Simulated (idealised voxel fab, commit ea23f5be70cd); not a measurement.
process module | voxel trench capacitor
cross-section cut | 200 nm wide | cells 5 nm
A cross-section is a grid of square cells, given in bands from the top down. A band is one or more rows of cells.
Each band's line starts with the height of the band's top and of its bottom, in nm. Then come its materials from left to right, each with its width in nm. One material with "throughout" fills the band from edge to edge. "air" is empty space.
Height 0 is the level under which the wafer as received is all one material. The lowest band goes on downwards, as in "0 down".
A width such as "30 to 40" changes by the same amount from each row of cells to the next, from the band's top row to its bottom row.
"no change" after a step means that no cell of the cross-section changed.
closed voids: empty space of 8 cells or more with no open way to the top, each as width x height at its distance from the left edge, in nm
after a step's settings: what the simulator itself notes on the step
overlay nm, on a step with a mask: how far to the right of its planned place the mask lay; to the left if negative
plan
1 op RECEIVE | material Si
2 op CONFORMAL_DEP | material SiN | thk nm 5
3 op PATTERN | tone open | mask id TRENCH | material resist | width nm 30 | pitch nm 45 | thk nm 15 | overlay nm 0
4 op DIRECTIONAL_ETCH | etch materials SiN | depth nm 5
5 op DIRECTIONAL_ETCH | etch materials Si | depth nm 35
6 op STRIP | etch materials resist
7 op CONFORMAL_DEP | material Al2O3 | thk nm 5
8 op CONFORMAL_DEP | material TiN | thk nm 5
9 op FILL_DEP | material W | thk nm 5
10 op CMP | height nm 5
as received, after step 1
  0 down: Si throughout
  closed voids: none
first wafer at the end, as planned
  5 to 0: SiN 60 | Al2O3 5 | TiN 5 | W 10 | TiN 5 | Al2O3 5 | SiN 15 | Al2O3 5 | TiN 5 | W 10 | TiN 5 | Al2O3 5 | SiN 65
  0 to -25: Si 60 | Al2O3 5 | TiN 5 | W 10 | TiN 5 | Al2O3 5 | Si 15 | Al2O3 5 | TiN 5 | W 10 | TiN 5 | Al2O3 5 | Si 65
  -25 to -30: Si 60 | Al2O3 5 | TiN 20 | Al2O3 5 | Si 15 | Al2O3 5 | TiN 20 | Al2O3 5 | Si 65
  -30 to -35: Si 60 | Al2O3 30 | Si 15 | Al2O3 30 | Si 65
  -35 down: Si throughout
  closed voids: none
second wafer at the end: like start, like plan, one mistake
  5 to 0: SiN 65 | Al2O3 5 | TiN 10 | Al2O3 5 | SiN 25 | Al2O3 5 | TiN 10 | Al2O3 5 | SiN 70
  0 to -30: Si 65 | Al2O3 5 | TiN 10 | Al2O3 5 | Si 25 | Al2O3 5 | TiN 10 | Al2O3 5 | Si 70
  -30 to -35: Si 65 | Al2O3 20 | Si 25 | Al2O3 20 | Si 70
  -35 down: Si throughout
  closed voids: none
what went wrong: step 3 ran as: op PATTERN | tone open | mask id TRENCH | material resist | width nm 20 | pitch nm 45 | thk nm 15 | overlay nm 0
at the end the second wafer has, in cells: 4 fewer of Al2O3 | 28 more of Si | 4 more of SiN | 4 fewer of TiN | 24 fewer of W
